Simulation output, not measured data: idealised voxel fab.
Name of the process module below: voxel gate over fins
Pictured: cross-section cut, 220 nm wide, on a grid of 5 nm square cells.
The cross-sections in this document take the form of a grid made of square cells. They are written out as bands, in order from top to bottom. Each band consists of one or more rows of cells. For a band, the entry starts with two heights in nm, that of the top and then that of the bottom, and carries on with the band's materials in order from left to right, each alongside its width in nm; the word "throughout" beside a single material means it fills the band edge to edge, and "air" means empty space. Zero point of the height axis is 0; under it, received wafer = one material. Lowest band: continues down indefinitely, "0 down". Width "30 to 40": first value at the band's top row of cells, second value at its bottom row, equal change from row to row. It should be understood that the words "nothing different", when stated for a given step, signify that the cross-section underwent no change in any of its cells during that step. Basically, "Voids, sealed" tells you about the enclosed voids: empty spaces with no open way to the top, 8 cells or bigger, each written width x height at distance, where distance is from the left edge, all in nm. Heads up: the bit after the settings on a step's line is the simulator's remark on that step. overlay nm: for a step with a mask, the amount by which the mask lay right of where it was planned; a negative amount means left of it.
BELOW IS THE LIST OF PLANNED PROCESS STEPS
1) RECEIVE | material Si
2) CONFORMAL_DEP | material SiN | thk nm 10
3) PATTERN | tone cover | mask id FINS | material resist | width nm 15 | pitch nm 45 | thk nm 15 | overlay nm 0
4) DIRECTIONAL_ETCH | etch materials SiN | depth nm 10
5) DIRECTIONAL_ETCH | etch materials Si | depth nm 40
6) STRIP | etch materials resist
7) FILL_DEP | material SiO2 | thk nm 15
8) CMP | height nm 10
9) SELECTIVE_ETCH | etch materials SiO2 | depth nm 20
10) STRIP | etch materials SiN
11) CONFORMAL_DEP | material HfO2 | thk nm 5
12) CONFORMAL_DEP | material TiN | thk nm 5
13) CONFORMAL_DEP | material TiAl | thk nm 5
14) CONFORMAL_DEP | material TiN | thk nm 5
15) FILL_DEP | material W | thk nm 15
16) CMP | height nm 30
17) CONFORMAL_DEP | material SiCN | thk nm 10
INCOMING WAFER, CROSS-SECTIONAL VIEW, POST STEP 1
0 down | Si throughout
Voids, sealed: none
POST-MODULE CROSS-SECTION: IDENTICAL START AND PLAN TO THOSE ABOVE, ONE MISSTEP IN EXECUTION
40 to 30 | SiCN throughout
30 to 20 | W throughout
20 to 15 | 15 W, 190 TiN, 15 W
15 to 10 | 15 W, 5 TiN, 180 TiAl, 5 TiN, 15 W
10 to 5 | 20 TiN, 5 TiAl, 35 TiN, 10 TiAl, 35 TiN, 10 TiAl, 35 TiN, 10 TiAl, 35 TiN, 5 TiAl, 20 TiN
5 to 0 | 25 TiAl, 5 TiN, 25 HfO2, 5 TiN, 10 TiAl, 5 TiN, 25 HfO2, 5 TiN, 10 TiAl, 5 TiN, 25 HfO2, 5 TiN, 10 TiAl, 5 TiN, 25 HfO2, 5 TiN, 25 TiAl
0 to -5 | 30 TiN, 5 HfO2, 15 Si, 5 HfO2, 20 TiN, 5 HfO2, 15 Si, 5 HfO2, 20 TiN, 5 HfO2, 15 Si, 5 HfO2, 20 TiN, 5 HfO2, 15 Si, 5 HfO2, 30 TiN
-5 to -10 | 35 HfO2, 15 Si, 30 HfO2, 15 Si, 30 HfO2, 15 Si, 30 HfO2, 15 Si, 35 HfO2
-10 to -35 | 35 SiO2, 15 Si, 30 SiO2, 15 Si, 30 SiO2, 15 Si, 30 SiO2, 15 Si, 35 SiO2
-35 down | Si throughout
Voids, sealed: none
Deviation noted in wafer processing: note that step 5 departed from the planned setting and was carried out as DIRECTIONAL_ETCH | etch materials Si | depth nm 35
